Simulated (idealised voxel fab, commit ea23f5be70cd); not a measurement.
Herein follows the process module entitled voxel self aligned contacts.
Cross-sectional view cut (width: 145 nm; square cell size: 5 nm).
How to read a cross-section here: the picture is a grid of square cells, written as bands going from the top down, and any band can span one or more rows of cells.
Look at the band entry: it leads with the top's height and the bottom's height in nm. Then it lists the materials left to right, with a width in nm for each. The word "full width" on a single material says that material fills the band edge to edge. The word "blank" is empty space.
The level at which height equals 0 is the one under which the wafer, as it arrives, is entirely one material. No lower edge exists for the bottom band, which continues downward and is notated as in "0 and below".
When a width is written as two numbers, as in "30 to 40", the first number is the width in the top row of cells of the band and the second is the width in its bottom row, and the width changes by the same amount from each row to the next.
Where the words "no alteration" appear for a step, the cross-section shows no cell changed by that step; every cell remained as before.
Look at "Sealed internal cavities" for the closed voids: empty spaces with no open path to the top, sized 8 cells or up. Each is width x height at distance, distance from the left edge, all nm.
On a step's line, text after the settings is the simulator commenting on that step.
overlay nm, on a step with a mask: how far to the right of its planned place the mask lay; to the left if negative
So the way this works: pairs, before and after one process step. The after picture only goes down to the lowest band that actually changed, nothing below. Step and its settings are under each pair. And watch out, pairs might come from different runs of this module, same starting wafer though, so a pair only follows on from the one above if its "Prior state" entry tells you so.

### Prior state
> 0 and below | Si full width
> Sealed internal cavities: none

### As Processed
> 5 down to 0 | SiO2 full width
> All layers under 0 are left as they were.
> Sealed internal cavities: none
In between the cross-sections above, the run called for op CONFORMAL_DEP | material SiO2 | thk nm 5

Prior state: unchanged from the after cross-section in the pair immediately above; refer to that figure.

### As Processed
> 25 down to 5 | polySi full width
> All layers under 5 are left as they were.
> Sealed internal cavities: none
In between the cross-sections above, the run called for op DIRECTIONAL_DEP | material polySi | thk nm 20

Prior state: unchanged from the after cross-section in the pair immediately above; refer to that figure.

### As Processed
> 45 down to 25 | SiN full width
> All layers under 25 are left as they were.
> Sealed internal cavities: none
In between the cross-sections above, the run called for op DIRECTIONAL_DEP | material SiN | thk nm 20

Prior state: unchanged from the after cross-section in the pair immediately above; refer to that figure.

### As Processed
> 60 down to 45 | blank (20) | resist (35) | blank (35) | resist (35) | blank (20)
> All layers under 45 are left as they were.
> Sealed internal cavities: none
In between the cross-sections above, the run called for op PATTERN | tone cover | mask id GATE | material resist | width nm 35 | pitch nm 70 | thk nm 15 | overlay nm 0

Prior state: unchanged from the after cross-section in the pair immediately above; refer to that figure.

### As Processed
> 60 down to 45 | blank (20) | resist (35) | blank (35) | resist (35) | blank (20)
> 45 down to 25 | blank (20) | SiN (35) | blank (35) | SiN (35) | blank (20)
> All layers under 25 are left as they were.
> Sealed internal cavities: none
In between the cross-sections above, the run called for op DIRECTIONAL_ETCH | etch materials SiN | depth nm 20

Prior state: unchanged from the after cross-section in the pair immediately above; refer to that figure.

### As Processed
> 60 down to 45 | blank (20) | resist (35) | blank (35) | resist (35) | blank (20)
> 45 down to 25 | blank (20) | SiN (35) | blank (35) | SiN (35) | blank (20)
> 25 down to 5 | blank (20) | polySi (35) | blank (35) | polySi (35) | blank (20)
> All layers under 5 are left as they were.
> Sealed internal cavities: none
In between the cross-sections above, the run called for op DIRECTIONAL_ETCH | etch materials polySi | depth nm 20

Prior state: unchanged from the after cross-section in the pair immediately above; refer to that figure.

### As Processed
> 45 down to 25 | blank (20) | SiN (35) | blank (35) | SiN (35) | blank (20)
> All layers under 25 are left as they were.
> Sealed internal cavities: none
In between the cross-sections above, the run called for op STRIP | etch materials resist

Prior state: unchanged from the after cross-section in the pair immediately above; refer to that figure.

### As Processed
> 55 down to 25 | blank (10) | SiN (55) | blank (15) | SiN (55) | blank (10)
> 25 down to 15 | blank (10) | SiN (10) | polySi (35) | SiN (10) | blank (15) | SiN (10) | polySi (35) | SiN (10) | blank (10)
> 15 down to 5 | SiN (20) | polySi (35) | SiN (35) | polySi (35) | SiN (20)
> All layers under 5 are left as they were.
> Sealed internal cavities: none
In between the cross-sections above, the run called for op CONFORMAL_DEP | material SiN | thk nm 10

Prior state: unchanged from the after cross-section in the pair immediately above; refer to that figure.

### As Processed
> 45 down to 25 | blank (10) | SiN (55) | blank (15) | SiN (55) | blank (10)
> 25 down to 5 | blank (10) | SiN (10) | polySi (35) | SiN (10) | blank (15) | SiN (10) | polySi (35) | SiN (10) | blank (10)
> All layers under 5 are left as they were.
> Sealed internal cavities: none
In between the cross-sections above, the run called for op DIRECTIONAL_ETCH | etch materials SiN | depth nm 10

Prior state: unchanged from the after cross-section in the pair immediately above; refer to that figure.

### As Processed
> 60 down to 45 | SiO2 full width
> 45 down to 25 | SiO2 (10) | SiN (55) | SiO2 (15) | SiN (55) | SiO2 (10)
> 25 down to 5 | SiO2 (10) | SiN (10) | polySi (35) | SiN (10) | SiO2 (15) | SiN (10) | polySi (35) | SiN (10) | SiO2 (10)
> All layers under 5 are left as they were.
> Sealed internal cavities: none
In between the cross-sections above, the run called for op FILL_DEP | material SiO2 | thk nm 15

Prior state: unchanged from the after cross-section in the pair immediately above; refer to that figure.

### As Processed
> 55 down to 45 | SiO2 full width
> All layers under 45 are left as they were.
> Sealed internal cavities: none
In between the cross-sections above, the run called for op CMP | height nm 55

Prior state: unchanged from the after cross-section in the pair immediately above; refer to that figure.

### As Processed
> 70 down to 55 | aC full width
> All layers under 55 are left as they were.
> Sealed internal cavities: none
In between the cross-sections above, the run called for op DIRECTIONAL_DEP | material aC | thk nm 15

Prior state: unchanged from the after cross-section in the pair immediately above; refer to that figure.

### As Processed
> 100 down to 70 | resist (45) | blank (55) | resist (45)
> All layers under 70 are left as they were.
> Sealed internal cavities: none
In between the cross-sections above, the run called for op PATTERN | tone open | mask id CONTACT | material resist | width nm 55 | thk nm 30 | overlay nm 0

Prior state: unchanged from the after cross-section in the pair immediately above; refer to that figure.

### As Processed
> 85 down to 70 | resist (45) | blank (55) | resist (45)
> 70 down to 55 | aC (45) | blank (55) | aC (45)
> All layers under 55 are left as they were.
> Sealed internal cavities: none
In between the cross-sections above, the run called for op DIRECTIONAL_ETCH | etch materials aC | depth nm 15

Prior state: unchanged from the after cross-section in the pair immediately above; refer to that figure.

### As Processed
> 70 down to 55 | aC (45) | blank (55) | aC (45)
> All layers under 55 are left as they were.
> Sealed internal cavities: none
In between the cross-sections above, the run called for op STRIP | etch materials resist

Prior state: unchanged from the after cross-section in the pair immediately above; refer to that figure.

### As Processed
> 70 down to 55 | aC (45) | blank (55) | aC (45)
> 55 down to 45 | SiO2 (45) | blank (55) | SiO2 (45)
> 45 down to 25 | SiO2 (10) | SiN (55) | blank (15) | SiN (55) | SiO2 (10)
> 25 down to 5 | SiO2 (10) | SiN (10) | polySi (35) | SiN (10) | blank (15) | SiN (10) | polySi (35) | SiN (10) | SiO2 (10)
> 5 down to 0 | SiO2 (65) | blank (15) | SiO2 (65)
> All layers under 0 are left as they were.
> Sealed internal cavities: none
In between the cross-sections above, the run called for op DIRECTIONAL_ETCH | etch materials SiO2 | depth nm 55

Prior state: unchanged from the after cross-section in the pair immediately above; refer to that figure.

### As Processed
> 55 down to 45 | SiO2 (45) | blank (55) | SiO2 (45)
> All layers under 45 are left as they were.
> Sealed internal cavities: none
In between the cross-sections above, the run called for op STRIP | etch materials aC

Prior state: unchanged from the after cross-section in the pair immediately above; refer to that figure.

### As Processed
> 60 down to 55 | TiN (50) | blank (45) | TiN (50)
> 55 down to 45 | SiO2 (45) | TiN (5 to 25) | blank (45 to 5) | TiN (5 to 25) | SiO2 (45)
> 45 down to 25 | SiO2 (10) | SiN (55) | TiN (5) | blank (5) | TiN (5) | SiN (55) | SiO2 (10)
> 25 down to 5 | SiO2 (10) | SiN (10) | polySi (35) | SiN (10) | TiN (5) | blank (5) | TiN (5) | SiN (10) | polySi (35) | SiN (10) | SiO2 (10)
> 5 down to 0 | SiO2 (65) | TiN (15) | SiO2 (65)
> All layers under 0 are left as they were.
> Sealed internal cavities: none
In between the cross-sections above, the run called for op CONFORMAL_DEP | material TiN | thk nm 5

Prior state: unchanged from the after cross-section in the pair immediately above; refer to that figure.

### As Processed
> 70 down to 60 | W full width
> 60 down to 55 | TiN (50) | W (45) | TiN (50)
> 55 down to 45 | SiO2 (45) | TiN (5 to 25) | W (45 to 5) | TiN (5 to 25) | SiO2 (45)
> 45 down to 25 | SiO2 (10) | SiN (55) | TiN (5) | W (5) | TiN (5) | SiN (55) | SiO2 (10)
> 25 down to 5 | SiO2 (10) | SiN (10) | polySi (35) | SiN (10) | TiN (5) | W (5) | TiN (5) | SiN (10) | polySi (35) | SiN (10) | SiO2 (10)
> All layers under 5 are left as they were.
> Sealed internal cavities: none
In between the cross-sections above, the run called for op FILL_DEP | material W | thk nm 10

Prior state: unchanged from the after cross-section in the pair immediately above; refer to that figure.

### As Processed
> 55 down to 45 | SiO2 (45) | TiN (5 to 25) | W (45 to 5) | TiN (5 to 25) | SiO2 (45)
> All layers under 45 are left as they were.
> Sealed internal cavities: none
In between the cross-sections above, the run called for op CMP | height nm 55

Prior state: unchanged from the after cross-section in the pair immediately above; refer to that figure.

### As Processed
> 60 down to 55 | SiN full width
> All layers under 55 are left as they were.
> Sealed internal cavities: none
In between the cross-sections above, the run called for op CONFORMAL_DEP | material SiN | thk nm 5

### Prior state
> 70 down to 60 | W full width
> 60 down to 55 | TiN (50) | W (45) | TiN (50)
> 55 down to 45 | SiO2 (45) | TiN (5 to 25) | W (45 to 5) | TiN (5 to 25) | SiO2 (45)
> 45 down to 25 | SiO2 (10) | SiN (55) | TiN (5) | W (5) | TiN (5) | SiN (55) | SiO2 (10)
> 25 down to 5 | SiO2 (10) | SiN (10) | polySi (35) | SiN (10) | TiN (5) | W (5) | TiN (5) | SiN (10) | polySi (35) | SiN (10) | SiO2 (10)
> 5 down to 0 | SiO2 (65) | TiN (15) | SiO2 (65)
> 0 and below | Si full width
> Sealed internal cavities: none

### As Processed
> 75 down to 70 | SiN full width
> All layers under 70 are left as they were.
> Sealed internal cavities: none
In between the cross-sections above, the run called for op CONFORMAL_DEP | material SiN | thk nm 5

### Prior state
> 45 down to 25 | SiN full width
> 25 down to 5 | polySi full width
> 5 down to 0 | SiO2 full width
> 0 and below | Si full width
> Sealed internal cavities: none

### As Processed
> 65 down to 25 | SiN full width
> All layers under 25 are left as they were.
> Sealed internal cavities: none
In between the cross-sections above, the run called for op DIRECTIONAL_DEP | material SiN | thk nm 20

Prior state: unchanged from the after cross-section in the pair immediately above; refer to that figure.

### As Processed
> 80 down to 65 | blank (20) | resist (35) | blank (35) | resist (35) | blank (20)
> All layers under 65 are left as they were.
> Sealed internal cavities: none
In between the cross-sections above, the run called for op PATTERN | tone cover | mask id GATE | material resist | width nm 35 | pitch nm 70 | thk nm 15 | overlay nm 0

Prior state: unchanged from the after cross-section in the pair immediately above; refer to that figure.

### As Processed
> 80 down to 65 | blank (20) | resist (35) | blank (35) | resist (35) | blank (20)
> 65 down to 45 | blank (20) | SiN (35) | blank (35) | SiN (35) | blank (20)
> All layers under 45 are left as they were.
> Sealed internal cavities: none
In between the cross-sections above, the run called for op DIRECTIONAL_ETCH | etch materials SiN | depth nm 20

Prior state: unchanged from the after cross-section in the pair immediately above; refer to that figure.

### As Processed
> 65 down to 45 | blank (20) | SiN (35) | blank (35) | SiN (35) | blank (20)
> All layers under 45 are left as they were.
> Sealed internal cavities: none
In between the cross-sections above, the run called for op STRIP | etch materials resist

Prior state: unchanged from the after cross-section in the pair immediately above; refer to that figure.

### As Processed
> 75 down to 55 | blank (10) | SiN (55) | blank (15) | SiN (55) | blank (10)
> 55 down to 25 | SiN full width
> All layers under 25 are left as they were.
> Sealed internal cavities: none
In between the cross-sections above, the run called for op CONFORMAL_DEP | material SiN | thk nm 10

Prior state: unchanged from the after cross-section in the pair immediately above; refer to that figure.

### As Processed
> 65 down to 45 | blank (10) | SiN (55) | blank (15) | SiN (55) | blank (10)
> All layers under 45 are left as they were.
> Sealed internal cavities: none
In between the cross-sections above, the run called for op DIRECTIONAL_ETCH | etch materials SiN | depth nm 10

Prior state: unchanged from the after cross-section in the pair immediately above; refer to that figure.

### As Processed
> 80 down to 65 | SiO2 full width
> 65 down to 45 | SiO2 (10) | SiN (55) | SiO2 (15) | SiN (55) | SiO2 (10)
> All layers under 45 are left as they were.
> Sealed internal cavities: none
In between the cross-sections above, the run called for op FILL_DEP | material SiO2 | thk nm 15

Prior state: unchanged from the after cross-section in the pair immediately above; refer to that figure.

### As Processed
> 55 down to 45 | SiO2 (10) | SiN (55) | SiO2 (15) | SiN (55) | SiO2 (10)
> All layers under 45 are left as they were.
> Sealed internal cavities: none
In between the cross-sections above, the run called for op CMP | height nm 55

Prior state: unchanged from the after cross-section in the pair immediately above; refer to that figure.

### As Processed
> 70 down to 55 | aC full width
> All layers under 55 are left as they were.
> Sealed internal cavities: none
In between the cross-sections above, the run called for op DIRECTIONAL_DEP | material aC | thk nm 15

Prior state: unchanged from the after cross-section in the pair immediately above; refer to that figure.

### As Processed
> 100 down to 70 | resist (45) | blank (55) | resist (45)
> All layers under 70 are left as they were.
> Sealed internal cavities: none
In between the cross-sections above, the run called for op PATTERN | tone open | mask id CONTACT | material resist | width nm 55 | thk nm 30 | overlay nm 0

Prior state: unchanged from the after cross-section in the pair immediately above; refer to that figure.

### As Processed
> 85 down to 70 | resist (45) | blank (55) | resist (45)
> 70 down to 55 | aC (45) | blank (55) | aC (45)
> All layers under 55 are left as they were.
> Sealed internal cavities: none
In between the cross-sections above, the run called for op DIRECTIONAL_ETCH | etch materials aC | depth nm 15

Prior state: unchanged from the after cross-section in the pair immediately above; refer to that figure.

### As Processed
> 70 down to 55 | aC (45) | blank (55) | aC (45)
> All layers under 55 are left as they were.
> Sealed internal cavities: none
In between the cross-sections above, the run called for op STRIP | etch materials resist

Prior state: unchanged from the after cross-section in the pair immediately above; refer to that figure.

### As Processed
> 70 down to 55 | aC (45) | blank (55) | aC (45)
> 55 down to 45 | SiO2 (10) | SiN (55) | blank (15) | SiN (55) | SiO2 (10)
> All layers under 45 are left as they were.
> Sealed internal cavities: none
In between the cross-sections above, the run called for op DIRECTIONAL_ETCH | etch materials SiO2 | depth nm 55

Prior state: unchanged from the after cross-section in the pair immediately above; refer to that figure.

### As Processed
> 55 down to 45 | SiO2 (10) | SiN (55) | blank (15) | SiN (55) | SiO2 (10)
> All layers under 45 are left as they were.
> Sealed internal cavities: none
In between the cross-sections above, the run called for op STRIP | etch materials aC

Prior state: unchanged from the after cross-section in the pair immediately above; refer to that figure.

### As Processed
> 60 down to 55 | TiN (70) | blank (5) | TiN (70)
> 55 down to 50 | SiO2 (10) | SiN (55) | TiN (5) | blank (5) | TiN (5) | SiN (55) | SiO2 (10)
> 50 down to 45 | SiO2 (10) | SiN (55) | TiN (15) | SiN (55) | SiO2 (10)
> All layers under 45 are left as they were.
> Sealed internal cavities: none
In between the cross-sections above, the run called for op CONFORMAL_DEP | material TiN | thk nm 5

Prior state: unchanged from the after cross-section in the pair immediately above; refer to that figure.

### As Processed
> 70 down to 60 | W full width
> 60 down to 55 | TiN (70) | W (5) | TiN (70)
> 55 down to 50 | SiO2 (10) | SiN (55) | TiN (5) | W (5) | TiN (5) | SiN (55) | SiO2 (10)
> All layers under 50 are left as they were.
> Sealed internal cavities: none
In between the cross-sections above, the run called for op FILL_DEP | material W | thk nm 10

Prior state: unchanged from the after cross-section in the pair immediately above; refer to that figure.

### As Processed
> 55 down to 50 | SiO2 (10) | SiN (55) | TiN (5) | W (5) | TiN (5) | SiN (55) | SiO2 (10)
> All layers under 50 are left as they were.
> Sealed internal cavities: none
In between the cross-sections above, the run called for op CMP | height nm 55

Prior state: unchanged from the after cross-section in the pair immediately above; refer to that figure.

### As Processed
> 60 down to 55 | SiN full width
> All layers under 55 are left as they were.
> Sealed internal cavities: none
In between the cross-sections above, the run called for op CONFORMAL_DEP | material SiN | thk nm 5

### Prior state
> 0 and below | Si full width
> Sealed internal cavities: none

### As Processed
> 20 down to 0 | polySi full width
> All layers under 0 are left as they were.
> Sealed internal cavities: none
In between the cross-sections above, the run called for op DIRECTIONAL_DEP | material polySi | thk nm 20

Prior state: unchanged from the after cross-section in the pair immediately above; refer to that figure.

### As Processed
> 25 down to 20 | SiO2 full width
> All layers under 20 are left as they were.
> Sealed internal cavities: none
In between the cross-sections above, the run called for op CONFORMAL_DEP | material SiO2 | thk nm 5

Prior state: unchanged from the after cross-section in the pair immediately above; refer to that figure.

### As Processed
> 45 down to 25 | SiN full width
> All layers under 25 are left as they were.
> Sealed internal cavities: none
In between the cross-sections above, the run called for op DIRECTIONAL_DEP | material SiN | thk nm 20

Prior state: unchanged from the after cross-section in the pair immediately above; refer to that figure.

### As Processed
> 60 down to 45 | blank (20) | resist (35) | blank (35) | resist (35) | blank (20)
> All layers under 45 are left as they were.
> Sealed internal cavities: none
In between the cross-sections above, the run called for op PATTERN | tone cover | mask id GATE | material resist | width nm 35 | pitch nm 70 | thk nm 15 | overlay nm 0

Prior state: unchanged from the after cross-section in the pair immediately above; refer to that figure.

### As Processed
> 60 down to 45 | blank (20) | resist (35) | blank (35) | resist (35) | blank (20)
> 45 down to 25 | blank (20) | SiN (35) | blank (35) | SiN (35) | blank (20)
> All layers under 25 are left as they were.
> Sealed internal cavities: none
In between the cross-sections above, the run called for op DIRECTIONAL_ETCH | etch materials SiN | depth nm 20

Prior state: unchanged from the after cross-section in the pair immediately above; refer to that figure.

### As Processed
> 45 down to 25 | blank (20) | SiN (35) | blank (35) | SiN (35) | blank (20)
> All layers under 25 are left as they were.
> Sealed internal cavities: none
In between the cross-sections above, the run called for op STRIP | etch materials resist

Prior state: unchanged from the after cross-section in the pair immediately above; refer to that figure.

### As Processed
> 55 down to 35 | blank (10) | SiN (55) | blank (15) | SiN (55) | blank (10)
> 35 down to 25 | SiN full width
> All layers under 25 are left as they were.
> Sealed internal cavities: none
In between the cross-sections above, the run called for op CONFORMAL_DEP | material SiN | thk nm 10

Prior state: unchanged from the after cross-section in the pair immediately above; refer to that figure.

### As Processed
> 45 down to 25 | blank (10) | SiN (55) | blank (15) | SiN (55) | blank (10)
> All layers under 25 are left as they were.
> Sealed internal cavities: none
In between the cross-sections above, the run called for op DIRECTIONAL_ETCH | etch materials SiN | depth nm 10

Prior state: unchanged from the after cross-section in the pair immediately above; refer to that figure.

### As Processed
> 60 down to 45 | SiO2 full width
> 45 down to 25 | SiO2 (10) | SiN (55) | SiO2 (15) | SiN (55) | SiO2 (10)
> All layers under 25 are left as they were.
> Sealed internal cavities: none
In between the cross-sections above, the run called for op FILL_DEP | material SiO2 | thk nm 15

Prior state: unchanged from the after cross-section in the pair immediately above; refer to that figure.

### As Processed
> 55 down to 45 | SiO2 full width
> All layers under 45 are left as they were.
> Sealed internal cavities: none
In between the cross-sections above, the run called for op CMP | height nm 55

Prior state: unchanged from the after cross-section in the pair immediately above; refer to that figure.

### As Processed
> 70 down to 55 | aC full width
> All layers under 55 are left as they were.
> Sealed internal cavities: none
In between the cross-sections above, the run called for op DIRECTIONAL_DEP | material aC | thk nm 15

Prior state: unchanged from the after cross-section in the pair immediately above; refer to that figure.

### As Processed
> 100 down to 70 | resist (45) | blank (55) | resist (45)
> All layers under 70 are left as they were.
> Sealed internal cavities: none
In between the cross-sections above, the run called for op PATTERN | tone open | mask id CONTACT | material resist | width nm 55 | thk nm 30 | overlay nm 0

Prior state: unchanged from the after cross-section in the pair immediately above; refer to that figure.

### As Processed
> 85 down to 70 | resist (45) | blank (55) | resist (45)
> 70 down to 55 | aC (45) | blank (55) | aC (45)
> All layers under 55 are left as they were.
> Sealed internal cavities: none
In between the cross-sections above, the run called for op DIRECTIONAL_ETCH | etch materials aC | depth nm 15

Prior state: unchanged from the after cross-section in the pair immediately above; refer to that figure.

### As Processed
> 70 down to 55 | aC (45) | blank (55) | aC (45)
> All layers under 55 are left as they were.
> Sealed internal cavities: none
In between the cross-sections above, the run called for op STRIP | etch materials resist

Prior state: unchanged from the after cross-section in the pair immediately above; refer to that figure.

### As Processed
> 70 down to 55 | aC (45) | blank (55) | aC (45)
> 55 down to 45 | SiO2 (45) | blank (55) | SiO2 (45)
> 45 down to 25 | SiO2 (10) | SiN (55) | blank (15) | SiN (55) | SiO2 (10)
> 25 down to 20 | SiO2 (65) | blank (15) | SiO2 (65)
> All layers under 20 are left as they were.
> Sealed internal cavities: none
In between the cross-sections above, the run called for op DIRECTIONAL_ETCH | etch materials SiO2 | depth nm 55

Prior state: unchanged from the after cross-section in the pair immediately above; refer to that figure.

### As Processed
> 55 down to 45 | SiO2 (45) | blank (55) | SiO2 (45)
> All layers under 45 are left as they were.
> Sealed internal cavities: none
In between the cross-sections above, the run called for op STRIP | etch materials aC

Prior state: unchanged from the after cross-section in the pair immediately above; refer to that figure.

### As Processed
> 60 down to 55 | TiN (50) | blank (45) | TiN (50)
> 55 down to 45 | SiO2 (45) | TiN (5 to 25) | blank (45 to 5) | TiN (5 to 25) | SiO2 (45)
> 45 down to 25 | SiO2 (10) | SiN (55) | TiN (5) | blank (5) | TiN (5) | SiN (55) | SiO2 (10)
> 25 down to 20 | SiO2 (65) | TiN (15) | SiO2 (65)
> All layers under 20 are left as they were.
> Sealed internal cavities: none
In between the cross-sections above, the run called for op CONFORMAL_DEP | material TiN | thk nm 5

Prior state: unchanged from the after cross-section in the pair immediately above; refer to that figure.

### As Processed
> 70 down to 60 | W full width
> 60 down to 55 | TiN (50) | W (45) | TiN (50)
> 55 down to 45 | SiO2 (45) | TiN (5 to 25) | W (45 to 5) | TiN (5 to 25) | SiO2 (45)
> 45 down to 25 | SiO2 (10) | SiN (55) | TiN (5) | W (5) | TiN (5) | SiN (55) | SiO2 (10)
> All layers under 25 are left as they were.
> Sealed internal cavities: none
In between the cross-sections above, the run called for op FILL_DEP | material W | thk nm 10

Prior state: unchanged from the after cross-section in the pair immediately above; refer to that figure.

### As Processed
> 55 down to 45 | SiO2 (45) | TiN (5 to 25) | W (45 to 5) | TiN (5 to 25) | SiO2 (45)
> All layers under 45 are left as they were.
> Sealed internal cavities: none
In between the cross-sections above, the run called for op CMP | height nm 55

Prior state: unchanged from the after cross-section in the pair immediately above; refer to that figure.

### As Processed
> 60 down to 55 | SiN full width
> All layers under 55 are left as they were.
> Sealed internal cavities: none
In between the cross-sections above, the run called for op CONFORMAL_DEP | material SiN | thk nm 5

### Prior state
> 55 down to 45 | SiO2 (45) | TiN (5 to 25) | W (45 to 5) | TiN (5 to 25) | SiO2 (45)
> 45 down to 25 | SiO2 (10) | SiN (55) | TiN (5) | W (5) | TiN (5) | SiN (55) | SiO2 (10)
> 25 down to 5 | SiO2 (10) | SiN (10) | polySi (35) | SiN (10) | TiN (5) | W (5) | TiN (5) | SiN (10) | polySi (35) | SiN (10) | SiO2 (10)
> 5 down to 0 | SiO2 (65) | TiN (15) | SiO2 (65)
> 0 and below | Si full width
> Sealed internal cavities: none

### As Processed
> 70 down to 55 | SiN full width
> All layers under 55 are left as they were.
> Sealed internal cavities: none
In between the cross-sections above, the run called for op CONFORMAL_DEP | material SiN | thk nm 15

### Prior state
> 70 down to 55 | aC full width
> 55 down to 45 | SiO2 full width
> 45 down to 25 | SiO2 (10) | SiN (55) | SiO2 (15) | SiN (55) | SiO2 (10)
> 25 down to 5 | SiO2 (10) | SiN (10) | polySi (35) | SiN (10) | SiO2 (15) | SiN (10) | polySi (35) | SiN (10) | SiO2 (10)
> 5 down to 0 | SiO2 full width
> 0 and below | Si full width
> Sealed internal cavities: none

### As Processed
> 100 down to 70 | resist (50) | blank (45) | resist (50)
> All layers under 70 are left as they were.
> Sealed internal cavities: none
In between the cross-sections above, the run called for op PATTERN | tone open | mask id CONTACT | material resist | width nm 45 | thk nm 30 | overlay nm 0

Prior state: unchanged from the after cross-section in the pair immediately above; refer to that figure.

### As Processed
> 85 down to 70 | resist (50) | blank (45) | resist (50)
> 70 down to 55 | aC (50) | blank (45) | aC (50)
> All layers under 55 are left as they were.
> Sealed internal cavities: none
In between the cross-sections above, the run called for op DIRECTIONAL_ETCH | etch materials aC | depth nm 15

Prior state: unchanged from the after cross-section in the pair immediately above; refer to that figure.

### As Processed
> 70 down to 55 | aC (50) | blank (45) | aC (50)
> All layers under 55 are left as they were.
> Sealed internal cavities: none
In between the cross-sections above, the run called for op STRIP | etch materials resist

Prior state: unchanged from the after cross-section in the pair immediately above; refer to that figure.

### As Processed
> 70 down to 55 | aC (50) | blank (45) | aC (50)
> 55 down to 45 | SiO2 (50) | blank (45) | SiO2 (50)
> 45 down to 25 | SiO2 (10) | SiN (55) | blank (15) | SiN (55) | SiO2 (10)
> 25 down to 5 | SiO2 (10) | SiN (10) | polySi (35) | SiN (10) | blank (15) | SiN (10) | polySi (35) | SiN (10) | SiO2 (10)
> 5 down to 0 | SiO2 (65) | blank (15) | SiO2 (65)
> All layers under 0 are left as they were.
> Sealed internal cavities: none
In between the cross-sections above, the run called for op DIRECTIONAL_ETCH | etch materials SiO2 | depth nm 55

Prior state: unchanged from the after cross-section in the pair immediately above; refer to that figure.

### As Processed
> 55 down to 45 | SiO2 (50) | blank (45) | SiO2 (50)
> All layers under 45 are left as they were.
> Sealed internal cavities: none
In between the cross-sections above, the run called for op STRIP | etch materials aC

Prior state: unchanged from the after cross-section in the pair immediately above; refer to that figure.

### As Processed
> 60 down to 55 | TiN (55) | blank (35) | TiN (55)
> 55 down to 45 | SiO2 (50) | TiN (5 to 20) | blank (35 to 5) | TiN (5 to 20) | SiO2 (50)
> 45 down to 25 | SiO2 (10) | SiN (55) | TiN (5) | blank (5) | TiN (5) | SiN (55) | SiO2 (10)
> 25 down to 5 | SiO2 (10) | SiN (10) | polySi (35) | SiN (10) | TiN (5) | blank (5) | TiN (5) | SiN (10) | polySi (35) | SiN (10) | SiO2 (10)
> 5 down to 0 | SiO2 (65) | TiN (15) | SiO2 (65)
> All layers under 0 are left as they were.
> Sealed internal cavities: none
In between the cross-sections above, the run called for op CONFORMAL_DEP | material TiN | thk nm 5

Prior state: unchanged from the after cross-section in the pair immediately above; refer to that figure.

### As Processed
> 70 down to 60 | W full width
> 60 down to 55 | TiN (55) | W (35) | TiN (55)
> 55 down to 45 | SiO2 (50) | TiN (5 to 20) | W (35 to 5) | TiN (5 to 20) | SiO2 (50)
> 45 down to 25 | SiO2 (10) | SiN (55) | TiN (5) | W (5) | TiN (5) | SiN (55) | SiO2 (10)
> 25 down to 5 | SiO2 (10) | SiN (10) | polySi (35) | SiN (10) | TiN (5) | W (5) | TiN (5) | SiN (10) | polySi (35) | SiN (10) | SiO2 (10)
> All layers under 5 are left as they were.
> Sealed internal cavities: none
In between the cross-sections above, the run called for op FILL_DEP | material W | thk nm 10

Prior state: unchanged from the after cross-section in the pair immediately above; refer to that figure.

### As Processed
> 55 down to 45 | SiO2 (50) | TiN (5 to 20) | W (35 to 5) | TiN (5 to 20) | SiO2 (50)
> All layers under 45 are left as they were.
> Sealed internal cavities: none
In between the cross-sections above, the run called for op CMP | height nm 55

Prior state: unchanged from the after cross-section in the pair immediately above; refer to that figure.

### As Processed
> 60 down to 55 | SiN full width
> All layers under 55 are left as they were.
> Sealed internal cavities: none
In between the cross-sections above, the run called for op CONFORMAL_DEP | material SiN | thk nm 5

### Prior state
> 70 down to 55 | aC full width
> 55 down to 45 | SiO2 full width
> 45 down to 25 | SiO2 (10) | SiN (55) | SiO2 (15) | SiN (55) | SiO2 (10)
> 25 down to 5 | SiO2 (10) | SiN (10) | polySi (35) | SiN (10) | SiO2 (15) | SiN (10) | polySi (35) | SiN (10) | SiO2 (10)
> 5 down to 0 | SiO2 full width
> 0 and below | Si full width
> Sealed internal cavities: none

### As Processed
> 100 down to 70 | resist (35) | blank (55) | resist (55)
> All layers under 70 are left as they were.
> Sealed internal cavities: none
In between the cross-sections above, the run called for op PATTERN | tone open | mask id CONTACT | material resist | width nm 55 | thk nm 30 | overlay nm -10

Prior state: unchanged from the after cross-section in the pair immediately above; refer to that figure.

### As Processed
> 85 down to 70 | resist (35) | blank (55) | resist (55)
> 70 down to 55 | aC (35) | blank (55) | aC (55)
> All layers under 55 are left as they were.
> Sealed internal cavities: none
In between the cross-sections above, the run called for op DIRECTIONAL_ETCH | etch materials aC | depth nm 15

Prior state: unchanged from the after cross-section in the pair immediately above; refer to that figure.

### As Processed
> 70 down to 55 | aC (35) | blank (55) | aC (55)
> All layers under 55 are left as they were.
> Sealed internal cavities: none
In between the cross-sections above, the run called for op STRIP | etch materials resist

Prior state: unchanged from the after cross-section in the pair immediately above; refer to that figure.

### As Processed
> 70 down to 55 | aC (35) | blank (55) | aC (55)
> 55 down to 45 | SiO2 (35) | blank (55) | SiO2 (55)
> 45 down to 25 | SiO2 (10) | SiN (55) | blank (15) | SiN (55) | SiO2 (10)
> 25 down to 5 | SiO2 (10) | SiN (10) | polySi (35) | SiN (10) | blank (15) | SiN (10) | polySi (35) | SiN (10) | SiO2 (10)
> 5 down to 0 | SiO2 (65) | blank (15) | SiO2 (65)
> All layers under 0 are left as they were.
> Sealed internal cavities: none
In between the cross-sections above, the run called for op DIRECTIONAL_ETCH | etch materials SiO2 | depth nm 55

Prior state: unchanged from the after cross-section in the pair immediately above; refer to that figure.

### As Processed
> 55 down to 45 | SiO2 (35) | blank (55) | SiO2 (55)
> All layers under 45 are left as they were.
> Sealed internal cavities: none
In between the cross-sections above, the run called for op STRIP | etch materials aC

Prior state: unchanged from the after cross-section in the pair immediately above; refer to that figure.

### As Processed
> 60 down to 55 | TiN (40) | blank (45) | TiN (60)
> 55 down to 45 | SiO2 (35) | TiN (5 to 35) | blank (45 to 5) | TiN (5 to 15) | SiO2 (55)
> 45 down to 25 | SiO2 (10) | SiN (55) | TiN (5) | blank (5) | TiN (5) | SiN (55) | SiO2 (10)
> 25 down to 5 | SiO2 (10) | SiN (10) | polySi (35) | SiN (10) | TiN (5) | blank (5) | TiN (5) | SiN (10) | polySi (35) | SiN (10) | SiO2 (10)
> 5 down to 0 | SiO2 (65) | TiN (15) | SiO2 (65)
> All layers under 0 are left as they were.
> Sealed internal cavities: none
In between the cross-sections above, the run called for op CONFORMAL_DEP | material TiN | thk nm 5
